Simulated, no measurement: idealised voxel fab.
This is a process module. Its name is voxel ribs on slabs.
The figure presents cross-section cut, which has a width of 260 nm and is divided into square cells with an edge length of 5 nm.
Cross-section = grid of square cells, listed top down in bands; band = one or more rows. Heads up on the band format: heights come first, top then bottom, in nm. After that it's the materials left to right, each with its width in nm. A single material flagged "throughout" fills the whole band edge to edge, and "blank" means there's empty space there. Heads up on the height convention: 0 is the point under which the incoming wafer is all one material, and the lowest band has no bottom, it just keeps going down, like "0 and below". A width such as "30 to 40" changes by the same amount from each row of cells to the next, from the band's top row to its bottom row. Step note "all unchanged" = no cross-section cell changed. Voids not open to the top, 8 cells minimum: see "Sealed voids". Written width x height at distance; distance is from the left edge; nm. Read whatever lies past the settings on a step's line as the simulator's own remark about the step. "overlay nm" answers the question of how far to the right of plan the mask lay on a step that has a mask, and when it is negative the answer is to the left.
[The process steps that were planned are listed below]
1. op RECEIVE | material Si
2. op DIRECTIONAL_DEP | material SiO2 | thk nm 20
3. op DIRECTIONAL_DEP | material polySi | thk nm 25
4. op MASKED_ETCH | tone cover | mask id RIB | width nm 15 | etch materials polySi | depth nm 20 | overlay nm 0
5. op PATTERN | tone cover | mask id SLAB | material resist | width nm 75 | thk nm 20 | overlay nm 0
6. op DIRECTIONAL_ETCH | etch materials polySi | depth nm 5
7. op STRIP | etch materials resist
8. op FILL_DEP | material SiO2 | thk nm 25
9. op CMP | height nm 65
10. op DIRECTIONAL_DEP | material W | thk nm 5
11. op MASKED_ETCH | tone cover | mask id HEATER | width nm 25 | etch materials W | depth nm 5 | overlay nm 0
12. op CONFORMAL_DEP | material SiN | thk nm 5
[So this is the incoming wafer in cross-section - it's already been through step 1]
0 and below = Si throughout
Sealed voids: none
[The module was run from the start shown above using the plan shown above, but one mistake was made doing it; the resulting wafer cross-section is below]
75 down to 70 = blank (110); SiN (35); blank (115)
70 down to 65 = SiN (115); W (25); SiN (120)
65 down to 40 = SiO2 throughout
40 down to 25 = SiO2 (120); polySi (15); SiO2 (125)
25 down to 20 = polySi (90); SiO2 (30); polySi (15); SiO2 (30); polySi (95)
20 down to 0 = SiO2 throughout
0 and below = Si throughout
Sealed voids: none
Plan not followed: note that step 5 departed from the planned setting and was carried out as op PATTERN | tone open | mask id SLAB | material resist | width nm 75 | thk nm 20 | overlay nm 0
